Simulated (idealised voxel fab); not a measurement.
Process module in this document: voxel air gaps
The width of the displayed cross-section, cut, is 300 nm; its cells are square, with a size of 5 nm.
Think of the cross-section as a grid of square cells. We describe it in bands, top to bottom, and each band covers one or more rows of those cells.
Band entry format. Leading values: height of top, height of bottom, nm. Remainder: materials in left-to-right order, each with its width in nm. Special words: "full width" on a single material, which then fills the band edge to edge; "air", empty space.
We count height from 0. Below that, the starting wafer is all one material. The lowest band never ends at the bottom but goes on down; see "z 0 and below" for how that is written.
When a width is written as two numbers, as in "30 to 40", the first number is the width in the top row of cells of the band and the second is the width in its bottom row, and the width changes by the same amount from each row to the next.
"nothing was modified", as given for a step, is the statement that not any cell of the cross-section underwent a change during that step.
The entry titled "Sealed void listing" provides the empty spaces that have no open way to the top, restricted to those of 8 cells or more. Each is presented as width x height at distance, the distance being measured from the left edge, with all three in nm.
Heads up: the bit after the settings on a step's line is the simulator's remark on that step.
A step line may carry the setting "overlay nm", which, for steps involving a mask, states the distance by which the mask lay to the right of its intended position; negative values denote displacement to the left.

These are the steps we planned for the process
1,RECEIVE: material Si
2,CONFORMAL_DEP: material SiO2, thk nm 10
3,CONFORMAL_DEP: material SiN, thk nm 5
4,DIRECTIONAL_DEP: material SiO2, thk nm 40
5,MASKED_ETCH: tone open, mask id LINES, width nm 20, pitch nm 45, etch materials SiO2, depth nm 40, overlay nm 0
6,CONFORMAL_DEP: material TiN, thk nm 5
7,FILL_DEP: material W, thk nm 10
8,CMP: height nm 55
9,EPI: material Ru, thk nm 10
10,SELECTIVE_ETCH: etch materials SiO2, depth nm 50
11,CONFORMAL_DEP: material SiN, thk nm 5
Split variable: thk nm, step 6. Plan value = first wafer. Wafers start alike.

Cut through the first of several wafers as received, post step 1
- z 0 and below | Si full width
- Sealed void listing: none

First of several wafers, sectioned at end of module (last step: step 11)
- z 70 to 65 | 55 air; 185 SiN; 60 air
- z 65 to 55 | 55 air; 5 SiN; 40 Ru; 5 SiN; 40 Ru; 5 SiN; 40 Ru; 5 SiN; 40 Ru; 5 SiN; 60 air
- z 55 to 50 | 55 air; 15 SiN; 5 TiN; 10 W; 5 TiN; 25 SiN; 5 TiN; 10 W; 5 TiN; 25 SiN; 5 TiN; 10 W; 5 TiN; 25 SiN; 5 TiN; 10 W; 5 TiN; 15 SiN; 60 air
- z 50 to 20 | 65 air; 5 SiN; 5 TiN; 10 W; 5 TiN; 5 SiN; 15 air; 5 SiN; 5 TiN; 10 W; 5 TiN; 5 SiN; 15 air; 5 SiN; 5 TiN; 10 W; 5 TiN; 5 SiN; 15 air; 5 SiN; 5 TiN; 10 W; 5 TiN; 5 SiN; 70 air
- z 20 to 15 | 70 SiN; 20 TiN; 25 SiN; 20 TiN; 25 SiN; 20 TiN; 25 SiN; 20 TiN; 75 SiN
- z 15 to 10 | SiN full width
- z 10 to 0 | SiO2 full width
- z 0 and below | Si full width
- Sealed void listing: 15 x 30 at 95; 15 x 30 at 140; 15 x 30 at 185

End of module, last wafer sectioned
- z 70 to 65 | 55 air; 185 SiN; 60 air
- z 65 to 55 | 55 air; 5 SiN; 40 Ru; 5 SiN; 40 Ru; 5 SiN; 40 Ru; 5 SiN; 40 Ru; 5 SiN; 60 air
- z 55 to 50 | 55 air; 15 SiN; 20 TiN; 25 SiN; 20 TiN; 25 SiN; 20 TiN; 25 SiN; 20 TiN; 15 SiN; 60 air
- z 50 to 20 | 65 air; 5 SiN; 20 TiN; 5 SiN; 15 air; 5 SiN; 20 TiN; 5 SiN; 15 air; 5 SiN; 20 TiN; 5 SiN; 15 air; 5 SiN; 20 TiN; 5 SiN; 70 air
- z 20 to 15 | 70 SiN; 20 TiN; 25 SiN; 20 TiN; 25 SiN; 20 TiN; 25 SiN; 20 TiN; 75 SiN
- z 15 to 10 | SiN full width
- z 10 to 0 | SiO2 full width
- z 0 and below | Si full width
- Sealed void listing: 15 x 30 at 95; 15 x 30 at 140; 15 x 30 at 185

Note: the following table is arranged by wafer, a row apiece. Each row reports the end-of-module state: per material, cells gained (+) or cells lost (-) compared with the wafer as received; closed voids follow
thk nm 5; +64 Ru; +220 SiN; +120 SiO2; +72 TiN; +56 W; Sealed void listing: 15 x 30 at 95; 15 x 30 at 140; 15 x 30 at 185
thk nm 10; +64 Ru; +220 SiN; +120 SiO2; +128 TiN; Sealed void listing: 15 x 30 at 95; 15 x 30 at 140; 15 x 30 at 185
thk nm 15; +64 Ru; +220 SiN; +120 SiO2; +128 TiN; Sealed void listing: 15 x 30 at 95; 15 x 30 at 140; 15 x 30 at 185
thk nm 20; +64 Ru; +220 SiN; +120 SiO2; +128 TiN; Sealed void listing: 15 x 30 at 95; 15 x 30 at 140; 15 x 30 at 185
